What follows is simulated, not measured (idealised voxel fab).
Name of the process module below: voxel self aligned contacts
For reference, the cross-section in this document is cut, with width 245 nm and square cells of 5 nm.
Notation: cross-section as square-cell grid; stated in bands, top first, going down; one or more cell rows per band. Heights first: top, then bottom, in nm. Then materials, left to right, each with a width in nm. "all across" on a single material: fills the band edge to edge. "empty": empty space. All heights in this document are referenced to 0, defined as the level beneath which the wafer, as received, consists entirely of one material. The lowest band is not bounded below; it extends indefinitely downward and is written in the form "from 0 down". The two numbers in a width such as "30 to 40" mark its ends across the band: the first belongs to the top row of cells, the second to the bottom row, and from each row to the next the width moves by the same amount. "nothing different" means the step left every cell of the cross-section as it was. Empty spaces without an open route to the top, at least 8 cells in extent, make up the entry "Sealed internal voids"; each is given as width x height at distance, where the distance is measured from the left edge, and all are in nm. after a step's settings: what the simulator itself notes on the step. "overlay nm" answers the question of how far to the right of plan the mask lay on a step that has a mask, and when it is negative the answer is to the left.
PLANNED PROCESS STEPS
step 1: RECEIVE (material Si)
step 2: CONFORMAL_DEP (material SiO2; thk nm 5)
step 3: DIRECTIONAL_DEP (material polySi; thk nm 20)
step 4: DIRECTIONAL_DEP (material SiN; thk nm 25)
step 5: DIRECTIONAL_DEP (material aC; thk nm 10)
step 6: PATTERN (tone cover; mask id GATE; material resist; width nm 15; pitch nm 70; thk nm 30; overlay nm 0)
step 7: DIRECTIONAL_ETCH (etch materials aC; depth nm 10)
step 8: STRIP (etch materials resist)
step 9: DIRECTIONAL_ETCH (etch materials SiN; depth nm 25)
step 10: DIRECTIONAL_ETCH (etch materials polySi; depth nm 20)
step 11: STRIP (etch materials aC)
step 12: CONFORMAL_DEP (material SiN; thk nm 10)
step 13: DIRECTIONAL_ETCH (etch materials SiN; depth nm 10)
step 14: FILL_DEP (material SiO2; thk nm 10)
step 15: CMP (height nm 55)
step 16: MASKED_ETCH (tone open; mask id CONTACT; width nm 55; pitch nm 70; etch materials SiO2; depth nm 55; overlay nm 0)
step 17: CONFORMAL_DEP (material TiN; thk nm 5)
step 18: FILL_DEP (material W; thk nm 5)
step 19: CMP (height nm 55)
step 20: CONFORMAL_DEP (material SiCN; thk nm 5)
Same starting wafers, different width nm at step 6. Plan value belongs to the first wafer.
THE FIRST OF SEVERAL WAFERS IN CROSS-SECTION, EXACTLY AS IT REACHED US AFTER STEP 1
- from 0 down = Si all across
- Sealed internal voids: none
FIRST OF SEVERAL WAFERS, SECTIONED AT END OF MODULE (LAST STEP: STEP 20)
- from 60 to 55 = SiCN all across
- from 55 to 50 = SiO2=60, TiN=15, W=25, TiN=15, SiO2=15, TiN=15, W=25, TiN=15, SiO2=60
- from 50 to 25 = SiO2=35, SiN=35, TiN=5, W=25, TiN=5, SiN=35, TiN=5, W=25, TiN=5, SiN=35, SiO2=35
- from 25 to 5 = SiO2=35, SiN=10, polySi=15, SiN=10, TiN=5, W=25, TiN=5, SiN=10, polySi=15, SiN=10, TiN=5, W=25, TiN=5, SiN=10, polySi=15, SiN=10, SiO2=35
- from 5 to 0 = SiO2=70, TiN=35, SiO2=35, TiN=35, SiO2=70
- from 0 down = Si all across
- Sealed internal voids: none
LAST-WAFER CROSS-SECTION AT THE END OF THE MODULE
- from 60 to 55 = SiCN all across
- from 55 to 50 = SiO2=60, TiN=55, SiO2=15, TiN=55, SiO2=60
- from 50 to 25 = SiO2=25, SiN=60, TiN=10, SiN=60, TiN=10, SiN=60, SiO2=20
- from 25 to 5 = SiO2=25, SiN=10, polySi=40, SiN=10, TiN=10, SiN=10, polySi=40, SiN=10, TiN=10, SiN=10, polySi=40, SiN=10, SiO2=20
- from 5 to 0 = SiO2=85, TiN=10, SiO2=60, TiN=10, SiO2=80
- from 0 down = Si all across
- Sealed internal voids: none
TAKE ANY ROW AND YOU HAVE A WAFER AT THE END OF THE MODULE: HOW MANY CELLS OF EACH MATERIAL IT HAS GAINED (+) OR LOST (-) SINCE IT WAS RECEIVED, AND THEN ITS CLOSED VOIDS
width nm 15, +49 SiCN, +153 SiN, +188 SiO2, +62 TiN, +100 W, +36 polySi, Sealed internal voids: none
width nm 20, +49 SiCN, +168 SiN, +181 SiO2, +62 TiN, +80 W, +48 polySi, Sealed internal voids: none
width nm 25, +49 SiCN, +183 SiN, +174 SiO2, +62 TiN, +60 W, +60 polySi, Sealed internal voids: none
width nm 30, +49 SiCN, +198 SiN, +167 SiO2, +62 TiN, +40 W, +72 polySi, Sealed internal voids: none
width nm 35, +49 SiCN, +213 SiN, +160 SiO2, +62 TiN, +20 W, +84 polySi, Sealed internal voids: none
width nm 40, +49 SiCN, +228 SiN, +153 SiO2, +62 TiN, +96 polySi, Sealed internal voids: none
